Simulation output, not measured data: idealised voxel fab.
process module | voxel capacitor over wiring
cross-section cut | 140 nm wide | cells 5 nm
A cross-section is a grid of square cells, given in bands from the top down. A band is one or more rows of cells.
Each band's line starts with the height of the band's top and of its bottom, in nm. Then come its materials from left to right, each with its width in nm. One material with "throughout" fills the band from edge to edge. "air" is empty space.
Height 0 is the level under which the wafer as received is all one material. The lowest band goes on downwards, as in "0 down".
A width such as "30 to 40" changes by the same amount from each row of cells to the next, from the band's top row to its bottom row.
"no change" after a step means that no cell of the cross-section changed.
closed voids: empty space of 8 cells or more with no open way to the top, each as width x height at its distance from the left edge, in nm
after a step's settings: what the simulator itself notes on the step
overlay nm, on a step with a mask: how far to the right of its planned place the mask lay; to the left if negative
plan
1 op RECEIVE | material Si
2 op CONFORMAL_DEP | material SiO2 | thk nm 10
3 op CONFORMAL_DEP | material SiN | thk nm 5
4 op DIRECTIONAL_DEP | material SiO2 | thk nm 15
5 op DIRECTIONAL_DEP | material aC | thk nm 10
6 op PATTERN | tone open | mask id METAL_1 | material resist | width nm 25 | pitch nm 80 | thk nm 25 | overlay nm 0
7 op DIRECTIONAL_ETCH | etch materials aC | depth nm 10
8 op STRIP | etch materials resist
9 op DIRECTIONAL_ETCH | etch materials SiO2 | depth nm 15
10 op DIRECTIONAL_ETCH | etch materials SiN | depth nm 5
11 op STRIP | etch materials aC
12 op CONFORMAL_DEP | material TiN | thk nm 5
13 op FILL_DEP | material W | thk nm 10
14 op CMP | height nm 30
15 op EPI | material Ru | thk nm 5
16 op FILL_DEP | material SiCN | thk nm 5
17 op DIRECTIONAL_DEP | material SiO2 | thk nm 20
18 op DIRECTIONAL_DEP | material aC | thk nm 15
19 op PATTERN | tone open | mask id PLUG_1 | material resist | width nm 15 | thk nm 30 | overlay nm 0
20 op DIRECTIONAL_ETCH | etch materials aC | depth nm 15
21 op STRIP | etch materials resist
22 op DIRECTIONAL_ETCH | etch materials SiO2 | depth nm 20
23 op DIRECTIONAL_ETCH | etch materials SiCN | depth nm 5
24 op STRIP | etch materials aC
25 op EPI | material Ru | thk nm 10
26 op EPI | material Ru | thk nm 10
27 op EPI | material Ru | thk nm 5
28 op DIRECTIONAL_DEP | material TiN | thk nm 10
29 op DIRECTIONAL_DEP | material SiN | thk nm 5
30 op DIRECTIONAL_DEP | material TiN | thk nm 10
31 op DIRECTIONAL_DEP | material aC | thk nm 15
32 op PATTERN | tone cover | mask id UPPER_PLATE | material resist | width nm 60 | thk nm 35 | overlay nm 0
33 op DIRECTIONAL_ETCH | etch materials aC | depth nm 15
34 op STRIP | etch materials resist
35 op DIRECTIONAL_ETCH | etch materials TiN | depth nm 10
36 op DIRECTIONAL_ETCH | etch materials SiN | depth nm 5
37 op STRIP | etch materials aC
38 op DIRECTIONAL_DEP | material aC | thk nm 15
39 op PATTERN | tone cover | mask id LOWER_PLATE | material resist | width nm 70 | thk nm 30 | overlay nm 0
40 op DIRECTIONAL_ETCH | etch materials aC | depth nm 15
41 op STRIP | etch materials resist
42 op DIRECTIONAL_ETCH | etch materials TiN | depth nm 10
43 op STRIP | etch materials aC
44 op FILL_DEP | material SiO2 | thk nm 15
45 op CMP | height nm 95
46 op DIRECTIONAL_DEP | material aC | thk nm 15
47 op PATTERN | tone open | mask id PLUG_2 | material resist | width nm 15 | thk nm 35 | overlay nm 0
48 op DIRECTIONAL_ETCH | etch materials aC | depth nm 15
49 op STRIP | etch materials resist
50 op DIRECTIONAL_ETCH | etch materials SiO2 | depth nm 10
51 op STRIP | etch materials aC
52 op CONFORMAL_DEP | material TiN | thk nm 5
53 op FILL_DEP | material Cu | thk nm 5
54 op CMP | height nm 95
55 op CONFORMAL_DEP | material SiCN | thk nm 5
first wafer, as planned
as received, after step 1
  0 down: Si throughout
  closed voids: none
after step 2
  10 to 0: SiO2 throughout
  below 0: unchanged
after step 3
  15 to 10: SiN throughout
  below 10: unchanged
after step 4
  30 to 15: SiO2 throughout
  below 15: unchanged
after step 5
  40 to 30: aC throughout
  below 30: unchanged
after step 6
  65 to 40: resist 15 | air 25 | resist 55 | air 25 | resist 20
  below 40: unchanged
after step 7
  55 to 40: resist 15 | air 25 | resist 55 | air 25 | resist 20
  40 to 30: aC 15 | air 25 | aC 55 | air 25 | aC 20
  below 30: unchanged
after step 8
  40 to 30: aC 15 | air 25 | aC 55 | air 25 | aC 20
  below 30: unchanged
after step 9
  40 to 30: aC 15 | air 25 | aC 55 | air 25 | aC 20
  30 to 15: SiO2 15 | air 25 | SiO2 55 | air 25 | SiO2 20
  below 15: unchanged
after step 10
  40 to 30: aC 15 | air 25 | aC 55 | air 25 | aC 20
  30 to 15: SiO2 15 | air 25 | SiO2 55 | air 25 | SiO2 20
  15 to 10: SiN 15 | air 25 | SiN 55 | air 25 | SiN 20
  below 10: unchanged
after step 11
  30 to 15: SiO2 15 | air 25 | SiO2 55 | air 25 | SiO2 20
  below 15: unchanged
after step 12
  35 to 30: TiN 20 | air 15 | TiN 65 | air 15 | TiN 25
  30 to 15: SiO2 15 | TiN 5 | air 15 | TiN 5 | SiO2 55 | TiN 5 | air 15 | TiN 5 | SiO2 20
  15 to 10: SiN 15 | TiN 25 | SiN 55 | TiN 25 | SiN 20
  below 10: unchanged
after step 13
  45 to 35: W throughout
  35 to 30: TiN 20 | W 15 | TiN 65 | W 15 | TiN 25
  30 to 15: SiO2 15 | TiN 5 | W 15 | TiN 5 | SiO2 55 | TiN 5 | W 15 | TiN 5 | SiO2 20
  below 15: unchanged
after step 14
  30 to 15: SiO2 15 | TiN 5 | W 15 | TiN 5 | SiO2 55 | TiN 5 | W 15 | TiN 5 | SiO2 20
  below 15: unchanged
after step 15
  35 to 30: air 10 | Ru 35 | air 45 | Ru 35 | air 15
  below 30: unchanged
after step 16
  40 to 35: SiCN throughout
  35 to 30: SiCN 10 | Ru 35 | SiCN 45 | Ru 35 | SiCN 15
  below 30: unchanged
after step 17
  60 to 40: SiO2 throughout
  below 40: unchanged
after step 18
  75 to 60: aC throughout
  below 60: unchanged
after step 19
  105 to 75: resist 25 | air 15 | resist 100
  below 75: unchanged
after step 20
  90 to 75: resist 25 | air 15 | resist 100
  75 to 60: aC 25 | air 15 | aC 100
  below 60: unchanged
after step 21
  75 to 60: aC 25 | air 15 | aC 100
  below 60: unchanged
after step 22
  75 to 60: aC 25 | air 15 | aC 100
  60 to 40: SiO2 25 | air 15 | SiO2 100
  below 40: unchanged
after step 23
  75 to 60: aC 25 | air 15 | aC 100
  60 to 40: SiO2 25 | air 15 | SiO2 100
  40 to 35: SiCN 25 | air 15 | SiCN 100
  below 35: unchanged
after step 24
  60 to 40: SiO2 25 | air 15 | SiO2 100
  below 40: unchanged
after step 25
  60 to 45: SiO2 25 | air 15 | SiO2 100
  45 to 40: SiO2 25 | Ru 15 | SiO2 100
  40 to 35: SiCN 25 | Ru 15 | SiCN 100
  below 35: unchanged
after step 26
  60 to 55: SiO2 25 | air 15 | SiO2 100
  55 to 40: SiO2 25 | Ru 15 | SiO2 100
  below 40: unchanged
after step 27
  60 to 40: SiO2 25 | Ru 15 | SiO2 100
  below 40: unchanged
after step 28
  70 to 60: TiN throughout
  below 60: unchanged
after step 29
  75 to 70: SiN throughout
  below 70: unchanged
after step 30
  85 to 75: TiN throughout
  below 75: unchanged
after step 31
  100 to 85: aC throughout
  below 85: unchanged
after step 32
  135 to 100: air 25 | resist 60 | air 55
  below 100: unchanged
after step 33
  120 to 100: air 25 | resist 60 | air 55
  100 to 85: air 25 | aC 60 | air 55
  below 85: unchanged
after step 34
  100 to 85: air 25 | aC 60 | air 55
  below 85: unchanged
after step 35
  100 to 85: air 25 | aC 60 | air 55
  85 to 75: air 25 | TiN 60 | air 55
  below 75: unchanged
after step 36
  100 to 85: air 25 | aC 60 | air 55
  85 to 75: air 25 | TiN 60 | air 55
  75 to 70: air 25 | SiN 60 | air 55
  below 70: unchanged
after step 37
  85 to 75: air 25 | TiN 60 | air 55
  below 75: unchanged
after step 38
  100 to 85: air 25 | aC 60 | air 55
  85 to 75: aC 25 | TiN 60 | aC 55
  75 to 70: aC 25 | SiN 60 | aC 55
  below 70: unchanged
after step 39
  130 to 100: air 20 | resist 70 | air 50
  100 to 85: air 20 | resist 5 | aC 60 | resist 5 | air 50
  below 85: unchanged
after step 40
  115 to 100: air 20 | resist 70 | air 50
  100 to 85: air 20 | resist 5 | aC 60 | resist 5 | air 50
  85 to 75: air 20 | aC 5 | TiN 60 | aC 5 | air 50
  75 to 70: air 20 | aC 5 | SiN 60 | aC 5 | air 50
  below 70: unchanged
after step 41
  100 to 85: air 25 | aC 60 | air 55
  below 85: unchanged
after step 42
  100 to 85: air 25 | aC 60 | air 55
  85 to 75: air 20 | aC 5 | TiN 60 | aC 5 | air 50
  75 to 70: air 20 | aC 5 | SiN 60 | aC 5 | air 50
  70 to 60: air 20 | TiN 70 | air 50
  below 60: unchanged
after step 43
  85 to 75: air 25 | TiN 60 | air 55
  75 to 70: air 25 | SiN 60 | air 55
  below 70: unchanged
after step 44
  100 to 85: SiO2 throughout
  85 to 75: SiO2 25 | TiN 60 | SiO2 55
  75 to 70: SiO2 25 | SiN 60 | SiO2 55
  70 to 60: SiO2 20 | TiN 70 | SiO2 50
  below 60: unchanged
after step 45
  95 to 85: SiO2 throughout
  below 85: unchanged
after step 46
  110 to 95: aC throughout
  below 95: unchanged
after step 47
  145 to 110: resist 35 | air 15 | resist 90
  below 110: unchanged
after step 48
  130 to 110: resist 35 | air 15 | resist 90
  110 to 95: aC 35 | air 15 | aC 90
  below 95: unchanged
after step 49
  110 to 95: aC 35 | air 15 | aC 90
  below 95: unchanged
after step 50
  110 to 95: aC 35 | air 15 | aC 90
  95 to 85: SiO2 35 | air 15 | SiO2 90
  below 85: unchanged
after step 51
  95 to 85: SiO2 35 | air 15 | SiO2 90
  below 85: unchanged
after step 52
  100 to 95: TiN 40 | air 5 | TiN 95
  95 to 90: SiO2 35 | TiN 5 | air 5 | TiN 5 | SiO2 90
  90 to 85: SiO2 35 | TiN 15 | SiO2 90
  below 85: unchanged
after step 53
  105 to 100: Cu throughout
  100 to 95: TiN 40 | Cu 5 | TiN 95
  95 to 90: SiO2 35 | TiN 5 | Cu 5 | TiN 5 | SiO2 90
  below 90: unchanged
after step 54
  95 to 90: SiO2 35 | TiN 5 | Cu 5 | TiN 5 | SiO2 90
  below 90: unchanged
after step 55
  100 to 95: SiCN throughout
  below 95: unchanged
second wafer: like start, like plan, one mistake. Through step 53 it matches the first wafer
when step 54 should have ended
  85 to 75: SiO2 25 | TiN 60 | SiO2 55
  below 75: unchanged
when step 55 should have ended
  90 to 85: SiCN throughout
  below 85: unchanged
what went wrong: step 54 ran as: op CMP | height nm 85
at the end the second wafer has, in cells: 1 fewer of Cu | 50 fewer of SiO2 | 5 fewer of TiN
